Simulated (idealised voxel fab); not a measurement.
Process module in this document: voxel trench capacitor
For reference, the cross-section in this document is cut, with width 225 nm and square cells of 5 nm.
If you're reading a cross-section in this doc, picture square cells in a grid; it comes to you as bands, top ones listed first down to the bottom, and a band can be one or more rows of cells. Per band: top height and bottom height in nm, followed by the left-to-right materials and their widths in nm; "full width" marks a single material spanning edge to edge, "air" marks empty space. For the purposes of this specification, 0 denotes the height below which the wafer in its as-received condition is composed wholly of one material, and the lowermost band, lacking a lower limit, extends downward without end, as expressed in "from 0 down". The expression "30->40" gives the width at the extremes of the band, the first number at its top row of cells and the second at its bottom row, with the width changing by equal amounts from each row to the next in between. Basically "no modifications" means that step didn't change any cell in the cross-section. Heads up: "Listed closed voids" only lists the empty pockets with no open path to the top that are 8 cells or more, and it writes them as width x height at distance, distance from the left edge, in nm. Step line, after settings: the simulator's comment on this step. overlay nm: mask offset rightward from planned place, masked step; negative means leftward offset.

# The steps planned for the process are as follows
1 RECEIVE | material Si
2 CONFORMAL_DEP | material SiN | thk nm 5
3 PATTERN | tone open | mask id TRENCH | material resist | width nm 25 | pitch nm 50 | thk nm 20 | overlay nm 0
4 DIRECTIONAL_ETCH | etch materials SiN | depth nm 5
5 DIRECTIONAL_ETCH | etch materials Si | depth nm 35
6 STRIP | etch materials resist
7 CONFORMAL_DEP | material Al2O3 | thk nm 5
8 FILL_DEP | material polySi | thk nm 5
9 CMP | height nm 5
Among the wafers covered here, the point of difference is the thk nm at step 7; their starting state is shared, and the plan presents the value of the first wafer.

# This is how the first of several wafers looked in cross-section when it arrived, which is after step 1
from 0 down = Si full width
Listed closed voids: none

# first wafer at the end, after step 9
from 5 to 0 = SiN 50 nm  Al2O3 5 nm  polySi 15 nm  Al2O3 5 nm  SiN 25 nm  Al2O3 5 nm  polySi 15 nm  Al2O3 5 nm  SiN 25 nm  Al2O3 5 nm  polySi 15 nm  Al2O3 5 nm  SiN 50 nm
from 0 to -30 = Si 50 nm  Al2O3 5 nm  polySi 15 nm  Al2O3 5 nm  Si 25 nm  Al2O3 5 nm  polySi 15 nm  Al2O3 5 nm  Si 25 nm  Al2O3 5 nm  polySi 15 nm  Al2O3 5 nm  Si 50 nm
from -30 to -35 = Si 50 nm  Al2O3 25 nm  Si 25 nm  Al2O3 25 nm  Si 25 nm  Al2O3 25 nm  Si 50 nm
from -35 down = Si full width
Listed closed voids: none

# Cross-sectional depiction of the last of several wafers upon completion of the module
from 5 to 0 = SiN 50 nm  Al2O3 25 nm  SiN 25 nm  Al2O3 25 nm  SiN 25 nm  Al2O3 25 nm  SiN 50 nm
from 0 to -35 = Si 50 nm  Al2O3 25 nm  Si 25 nm  Al2O3 25 nm  Si 25 nm  Al2O3 25 nm  Si 50 nm
from -35 down = Si full width
Listed closed voids: none

# wafer rows; end of module; cells per material since receipt: (+) gained, (-) lost; then closed voids
thk nm 5; +57 Al2O3; -105 Si; +30 SiN; +63 polySi; Listed closed voids: none
thk nm 10; +102 Al2O3; -105 Si; +30 SiN; +18 polySi; Listed closed voids: none
thk nm 15; +120 Al2O3; -105 Si; +30 SiN; Listed closed voids: none
thk nm 20; +120 Al2O3; -105 Si; +30 SiN; Listed closed voids: none
